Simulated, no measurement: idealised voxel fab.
The following process module bears the name voxel self aligned contacts.
cross-section cut | 205 nm wide | cells 5 nm
This document writes a cross-section as a grid whose cells are square, and gives it as bands, listed from the top down; one or more rows of cells form a band.
It is stipulated that each band's entry specify, in nanometres, the height of the top of the band and then that of its bottom, followed by the materials of the band in left-to-right sequence, each together with its width in nanometres. A single material marked by the word "throughout" is understood to fill the band from edge to edge; the word "blank" is understood to denote empty space.
The level at which height equals 0 is the one under which the wafer, as it arrives, is entirely one material. No lower edge exists for the bottom band, which continues downward and is notated as in "0 -> down".
When a width is written as two numbers, as in "30->40", the first number is the width in the top row of cells of the band and the second is the width in its bottom row, and the width changes by the same amount from each row to the next.
Basically "changes: none" means that step didn't change any cell in the cross-section.
The entry titled "Closed voids list" provides the empty spaces that have no open way to the top, restricted to those of 8 cells or more. Each is presented as width x height at distance, the distance being measured from the left edge, with all three in nm.
Post-settings text on a step line: simulator's own remark regarding the step.
overlay nm: step with mask; distance mask lay right of planned place; negative value = left of planned place.
List of planned process steps
| 1 | RECEIVE (material Si) |
| 2 | CONFORMAL_DEP (material SiO2; thk nm 5) |
| 3 | DIRECTIONAL_DEP (material polySi; thk nm 20) |
| 4 | DIRECTIONAL_DEP (material SiN; thk nm 20) |
| 5 | MASKED_ETCH (tone cover; mask id GATE; width nm 25; pitch nm 50; etch materials SiN; depth nm 20; overlay nm 0) |
| 6 | MASKED_ETCH (tone cover; mask id GATE; width nm 25; pitch nm 50; etch materials polySi; depth nm 20; overlay nm 0) |
| 7 | CONFORMAL_DEP (material SiN; thk nm 5) |
| 8 | DIRECTIONAL_ETCH (etch materials SiN; depth nm 5) |
| 9 | FILL_DEP (material SiO2; thk nm 15) |
| 10 | CMP (height nm 50) |
| 11 | PATTERN (tone open; mask id CONTACT; material resist; width nm 35; pitch nm 50; thk nm 15; overlay nm 0) |
| 12 | DIRECTIONAL_ETCH (etch materials SiO2; depth nm 50) |
| 13 | STRIP (etch materials resist) |
| 14 | CONFORMAL_DEP (material TiN; thk nm 5) |
| 15 | FILL_DEP (material W; thk nm 10) |
| 16 | CMP (height nm 50) |
| 17 | CONFORMAL_DEP (material SiCN; thk nm 5) |
Cross-section of the wafer as it came to us, i.e., already through step 1
- 0 -> down = Si throughout
- Closed voids list: none
The following cross-section depicts the wafer upon conclusion of the module. Processing commenced from the starting condition illustrated above and adhered to the plan illustrated above, save for one mistake in execution
- 55 -> 50 = SiCN throughout
- 50 -> 45 = 60 nm SiO2; 15 nm TiN; 5 nm W; 15 nm TiN; 15 nm SiO2; 15 nm TiN; 5 nm W; 15 nm TiN; 60 nm SiO2
- 45 -> 30 = 35 nm SiO2; 35 nm SiN; 5 nm TiN; 5 nm W; 5 nm TiN; 35 nm SiN; 5 nm TiN; 5 nm W; 5 nm TiN; 35 nm SiN; 35 nm SiO2
- 30 -> 25 = 35 nm SiO2; 35 nm SiN; 15 nm TiN; 35 nm SiN; 15 nm TiN; 35 nm SiN; 35 nm SiO2
- 25 -> 5 = 30 nm SiO2; 5 nm SiN; 35 nm polySi; 5 nm SiN; 5 nm TiN; 5 nm SiN; 35 nm polySi; 5 nm SiN; 5 nm TiN; 5 nm SiN; 35 nm polySi; 5 nm SiN; 30 nm SiO2
- 5 -> 0 = 75 nm SiO2; 5 nm TiN; 45 nm SiO2; 5 nm TiN; 75 nm SiO2
- 0 -> down = Si throughout
- Closed voids list: none
Finding, execution versus plan: note that step 6 departed from the planned setting and was carried out as MASKED_ETCH (tone cover; mask id GATE; width nm 35; pitch nm 50; etch materials polySi; depth nm 20; overlay nm 0)
